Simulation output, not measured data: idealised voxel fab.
process module | voxel capacitor over wiring
cross-section cut | 255 nm wide | cells 5 nm
A cross-section is a grid of square cells, given in bands from the top down. A band is one or more rows of cells.
Each band's line starts with the height of the band's top and of its bottom, in nm. Then come its materials from left to right, each with its width in nm. One material with "throughout" fills the band from edge to edge. "air" is empty space.
Height 0 is the level under which the wafer as received is all one material. The lowest band goes on downwards, as in "0 down".
A width such as "30 to 40" changes by the same amount from each row of cells to the next, from the band's top row to its bottom row.
"no change" after a step means that no cell of the cross-section changed.
closed voids: empty space of 8 cells or more with no open way to the top, each as width x height at its distance from the left edge, in nm
after a step's settings: what the simulator itself notes on the step
overlay nm, on a step with a mask: how far to the right of its planned place the mask lay; to the left if negative
plan
1 op RECEIVE | material Si
2 op CONFORMAL_DEP | material SiO2 | thk nm 10
3 op DIRECTIONAL_DEP | material TiN | thk nm 5
4 op DIRECTIONAL_DEP | material W | thk nm 25
5 op MASKED_ETCH | tone cover | mask id METAL_1 | width nm 25 | pitch nm 80 | etch materials W | depth nm 25 | overlay nm 0
6 op MASKED_ETCH | tone cover | mask id METAL_1 | width nm 25 | pitch nm 80 | etch materials TiN | depth nm 5 | overlay nm 0
7 op CONFORMAL_DEP | material SiCN | thk nm 5
8 op FILL_DEP | material lowk | thk nm 10
9 op CMP | height nm 40
10 op CONFORMAL_DEP | material SiCN | thk nm 5
11 op DIRECTIONAL_DEP | material lowk | thk nm 15
12 op PATTERN | tone open | mask id PLUG_1 | material resist | width nm 15 | thk nm 20 | overlay nm 0
13 op DIRECTIONAL_ETCH | etch materials lowk | depth nm 15
14 op DIRECTIONAL_ETCH | etch materials SiCN | depth nm 5
15 op STRIP | etch materials resist
16 op CONFORMAL_DEP | material TiN | thk nm 5
17 op FILL_DEP | material Cu | thk nm 10
18 op CMP | height nm 60
19 op DIRECTIONAL_DEP | material TiN | thk nm 5
20 op DIRECTIONAL_DEP | material HfO2 | thk nm 5
21 op DIRECTIONAL_DEP | material TiN | thk nm 5
22 op MASKED_ETCH | tone cover | mask id UPPER_PLATE | width nm 60 | etch materials TiN | depth nm 5 | overlay nm 0
23 op MASKED_ETCH | tone cover | mask id UPPER_PLATE | width nm 60 | etch materials HfO2 | depth nm 5 | overlay nm 0
24 op MASKED_ETCH | tone cover | mask id LOWER_PLATE | width nm 70 | etch materials TiN | depth nm 5 | overlay nm 0
25 op FILL_DEP | material SiO2 | thk nm 15
26 op CMP | height nm 85
27 op MASKED_ETCH | tone open | mask id PLUG_2 | width nm 15 | etch materials SiO2 | depth nm 10 | overlay nm 0
28 op CONFORMAL_DEP | material TiN | thk nm 5
29 op FILL_DEP | material W | thk nm 10
30 op CMP | height nm 85
31 op CONFORMAL_DEP | material SiCN | thk nm 5
first wafer, as planned
as received, after step 1
  0 down: Si throughout
  closed voids: none
after step 2
  10 to 0: SiO2 throughout
  below 0: unchanged
after step 3
  15 to 10: TiN throughout
  below 10: unchanged
after step 4
  40 to 15: W throughout
  below 15: unchanged
after step 5
  40 to 15: air 75 | W 25 | air 55 | W 25 | air 75
  below 15: unchanged
after step 6
  40 to 15: air 75 | W 25 | air 55 | W 25 | air 75
  15 to 10: air 75 | TiN 25 | air 55 | TiN 25 | air 75
  below 10: unchanged
after step 7
  45 to 40: air 70 | SiCN 35 | air 45 | SiCN 35 | air 70
  40 to 15: air 70 | SiCN 5 | W 25 | SiCN 5 | air 45 | SiCN 5 | W 25 | SiCN 5 | air 70
  15 to 10: SiCN 75 | TiN 25 | SiCN 55 | TiN 25 | SiCN 75
  below 10: unchanged
after step 8
  55 to 45: lowk throughout
  45 to 40: lowk 70 | SiCN 35 | lowk 45 | SiCN 35 | lowk 70
  40 to 15: lowk 70 | SiCN 5 | W 25 | SiCN 5 | lowk 45 | SiCN 5 | W 25 | SiCN 5 | lowk 70
  below 15: unchanged
after step 9
  40 to 15: lowk 70 | SiCN 5 | W 25 | SiCN 5 | lowk 45 | SiCN 5 | W 25 | SiCN 5 | lowk 70
  below 15: unchanged
after step 10
  45 to 40: SiCN throughout
  below 40: unchanged
after step 11
  60 to 45: lowk throughout
  below 45: unchanged
after step 12
  80 to 60: resist 85 | air 15 | resist 155
  below 60: unchanged
after step 13
  80 to 60: resist 85 | air 15 | resist 155
  60 to 45: lowk 85 | air 15 | lowk 155
  below 45: unchanged
after step 14
  80 to 60: resist 85 | air 15 | resist 155
  60 to 45: lowk 85 | air 15 | lowk 155
  45 to 40: SiCN 85 | air 15 | SiCN 155
  below 40: unchanged
after step 15
  60 to 45: lowk 85 | air 15 | lowk 155
  below 45: unchanged
after step 16
  65 to 60: TiN 90 | air 5 | TiN 160
  60 to 45: lowk 85 | TiN 5 | air 5 | TiN 5 | lowk 155
  45 to 40: SiCN 85 | TiN 15 | SiCN 155
  below 40: unchanged
after step 17
  75 to 65: Cu throughout
  65 to 60: TiN 90 | Cu 5 | TiN 160
  60 to 45: lowk 85 | TiN 5 | Cu 5 | TiN 5 | lowk 155
  below 45: unchanged
after step 18
  60 to 45: lowk 85 | TiN 5 | Cu 5 | TiN 5 | lowk 155
  below 45: unchanged
after step 19
  65 to 60: TiN throughout
  below 60: unchanged
after step 20
  70 to 65: HfO2 throughout
  below 65: unchanged
after step 21
  75 to 70: TiN throughout
  below 70: unchanged
after step 22
  75 to 70: air 85 | TiN 60 | air 110
  below 70: unchanged
after step 23
  75 to 70: air 85 | TiN 60 | air 110
  70 to 65: air 85 | HfO2 60 | air 110
  below 65: unchanged
after step 24
  75 to 70: air 85 | TiN 60 | air 110
  70 to 65: air 85 | HfO2 60 | air 110
  65 to 60: air 80 | TiN 70 | air 105
  below 60: unchanged
after step 25
  90 to 75: SiO2 throughout
  75 to 70: SiO2 85 | TiN 60 | SiO2 110
  70 to 65: SiO2 85 | HfO2 60 | SiO2 110
  65 to 60: SiO2 80 | TiN 70 | SiO2 105
  below 60: unchanged
after step 26
  85 to 75: SiO2 throughout
  below 75: unchanged
after step 27
  85 to 75: SiO2 95 | air 15 | SiO2 145
  below 75: unchanged
after step 28
  90 to 85: TiN 100 | air 5 | TiN 150
  85 to 80: SiO2 95 | TiN 5 | air 5 | TiN 5 | SiO2 145
  80 to 70: SiO2 95 to 85 | TiN 15 to 60 | SiO2 145 to 110
  below 70: unchanged
after step 29
  100 to 90: W throughout
  90 to 85: TiN 100 | W 5 | TiN 150
  85 to 80: SiO2 95 | TiN 5 | W 5 | TiN 5 | SiO2 145
  below 80: unchanged
after step 30
  85 to 80: SiO2 95 | TiN 5 | W 5 | TiN 5 | SiO2 145
  below 80: unchanged
after step 31
  90 to 85: SiCN throughout
  below 85: unchanged
second wafer: like start, like plan, one mistake. Through step 9 it matches the first wafer
when step 10 should have ended
  55 to 40: lowk throughout
  below 40: unchanged
when step 11 should have ended
  60 to 55: SiCN throughout
  below 55: unchanged
when step 12 should have ended
  80 to 60: resist 85 | air 15 | resist 155
  below 60: unchanged
when step 13 should have ended: no change
when step 14 should have ended
  80 to 60: resist 85 | air 15 | resist 155
  60 to 55: SiCN 85 | air 15 | SiCN 155
  below 55: unchanged
when step 15 should have ended
  60 to 55: SiCN 85 | air 15 | SiCN 155
  below 55: unchanged
when step 16 should have ended
  65 to 60: TiN 90 | air 5 | TiN 160
  60 to 55: SiCN 85 | TiN 15 | SiCN 155
  below 55: unchanged
when step 17 should have ended
  75 to 65: Cu throughout
  65 to 60: TiN 90 | Cu 5 | TiN 160
  below 60: unchanged
when step 18 should have ended
  60 to 55: SiCN 85 | TiN 15 | SiCN 155
  below 55: unchanged
when step 19 should have ended
  65 to 60: TiN throughout
  below 60: unchanged
when step 20 should have ended
  70 to 65: HfO2 throughout
  below 65: unchanged
when step 21 should have ended
  75 to 70: TiN throughout
  below 70: unchanged
when step 22 should have ended
  75 to 70: air 85 | TiN 60 | air 110
  below 70: unchanged
when step 23 should have ended
  75 to 70: air 85 | TiN 60 | air 110
  70 to 65: air 85 | HfO2 60 | air 110
  below 65: unchanged
when step 24 should have ended
  75 to 70: air 85 | TiN 60 | air 110
  70 to 65: air 85 | HfO2 60 | air 110
  65 to 60: air 80 | TiN 70 | air 105
  below 60: unchanged
when step 25 should have ended
  90 to 75: SiO2 throughout
  75 to 70: SiO2 85 | TiN 60 | SiO2 110
  70 to 65: SiO2 85 | HfO2 60 | SiO2 110
  65 to 60: SiO2 80 | TiN 70 | SiO2 105
  below 60: unchanged
when step 26 should have ended
  85 to 75: SiO2 throughout
  below 75: unchanged
when step 27 should have ended
  85 to 75: SiO2 95 | air 15 | SiO2 145
  below 75: unchanged
when step 28 should have ended
  90 to 85: TiN 100 | air 5 | TiN 150
  85 to 80: SiO2 95 | TiN 5 | air 5 | TiN 5 | SiO2 145
  80 to 70: SiO2 95 to 85 | TiN 15 to 60 | SiO2 145 to 110
  below 70: unchanged
when step 29 should have ended
  100 to 90: W throughout
  90 to 85: TiN 100 | W 5 | TiN 150
  85 to 80: SiO2 95 | TiN 5 | W 5 | TiN 5 | SiO2 145
  below 80: unchanged
when step 30 should have ended
  85 to 80: SiO2 95 | TiN 5 | W 5 | TiN 5 | SiO2 145
  below 80: unchanged
when step 31 should have ended
  90 to 85: SiCN throughout
  below 85: unchanged
what went wrong: steps 10 and 11 were swapped
at the end the second wafer has, in cells: 3 fewer of Cu | 6 fewer of TiN | 9 more of lowk
